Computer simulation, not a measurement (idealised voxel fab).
The process module that follows is named voxel plated lines.
Section cut is 260 nm wide and gridded with 5 nm square cells.
Heads up, the way a cross-section reads in here is a grid of square cells, handed over as bands from the top down, with every band being one or more rows of cells.
Top height, bottom height, nm. Materials left to right, width each, nm. Single material + "everywhere" = fills band edge to edge. "blank" = empty.
Heights are reckoned from 0. Under this level, the received wafer is all of one material. The bottommost band is open-ended downward, for example "0 down".
A two-number width, for instance "30..40", indicates that the width is equal to the first number in the top row of the band and to the second number in the bottom row, and that it changes by a constant amount per row of cells.
"identical to before" for a step: no cell of the cross-section changed in that step.
For the entry "Sealed internal cavities", the listed items are empty spaces with no open way to the top whose size is 8 cells or more; each item follows the pattern width x height at distance, where distance is from the left edge and all three are in nm.
On each step's line, the part that comes after the settings is the simulator's own comment on the step.
overlay nm: mask offset rightward from planned place, masked step; negative means leftward offset.
# The process steps that were planned are listed below
1) RECEIVE | material Si
2) CONFORMAL_DEP | material Al2O3 | thk nm 10
3) DIRECTIONAL_DEP | material TiN | thk nm 5
4) PATTERN | tone open | mask id LINES | material resist | width nm 20 | pitch nm 40 | thk nm 35 | overlay nm 0
5) EPI | material Ru | thk nm 10
6) EPI | material Ru | thk nm 5
7) EPI | material Ru | thk nm 10
8) STRIP | etch materials resist
9) DIRECTIONAL_ETCH | etch materials TiN | depth nm 5
10) CONFORMAL_DEP | material SiO2 | thk nm 5
Among the wafers covered here, the point of difference is the thk nm at step 10; their starting state is shared, and the plan presents the value of the first wafer.
# Cross-section of the first of several wafers on receipt, reflecting completion of step 1
- 0 down | Si everywhere
- Sealed internal cavities: none
# Cross-section of the first of several wafers, taken after step 10, where the module ends
- 45 to 40 | blank (55); SiO2 (30); blank (10); SiO2 (30); blank (10); SiO2 (30); blank (10); SiO2 (30); blank (55)
- 40 to 15 | blank (55); SiO2 (5); Ru (20); SiO2 (5); blank (10); SiO2 (5); Ru (20); SiO2 (5); blank (10); SiO2 (5); Ru (20); SiO2 (5); blank (10); SiO2 (5); Ru (20); SiO2 (5); blank (55)
- 15 to 10 | SiO2 (60); TiN (20); SiO2 (20); TiN (20); SiO2 (20); TiN (20); SiO2 (20); TiN (20); SiO2 (60)
- 10 to 0 | Al2O3 everywhere
- 0 down | Si everywhere
- Sealed internal cavities: none
# Last wafer of the set, cross-sectioned at end of module
- 65 to 40 | blank (35); SiO2 (190); blank (35)
- 40 to 35 | blank (35); SiO2 (25); Ru (20); SiO2 (20); Ru (20); SiO2 (20); Ru (20); SiO2 (20); Ru (20); SiO2 (25); blank (35)
- 35 to 15 | SiO2 (60); Ru (20); SiO2 (20); Ru (20); SiO2 (20); Ru (20); SiO2 (20); Ru (20); SiO2 (60)
- 15 to 10 | SiO2 (60); TiN (20); SiO2 (20); TiN (20); SiO2 (20); TiN (20); SiO2 (20); TiN (20); SiO2 (60)
- 10 to 0 | Al2O3 everywhere
- 0 down | Si everywhere
- Sealed internal cavities: none
# For your reference, the table is organized with a row per wafer; each row reflects the wafer at the end of the module, indicating for each material the cells gained (+) or lost (-) since receipt, and thereafter its closed voids
thk nm 5 | +104 Al2O3 | +80 Ru | +100 SiO2 | +16 TiN | Sealed internal cavities: none
thk nm 10 | +104 Al2O3 | +80 Ru | +200 SiO2 | +16 TiN | Sealed internal cavities: none
thk nm 15 | +104 Al2O3 | +80 Ru | +264 SiO2 | +16 TiN | Sealed internal cavities: none
thk nm 20 | +104 Al2O3 | +80 Ru | +328 SiO2 | +16 TiN | Sealed internal cavities: none
thk nm 25 | +104 Al2O3 | +80 Ru | +392 SiO2 | +16 TiN | Sealed internal cavities: none
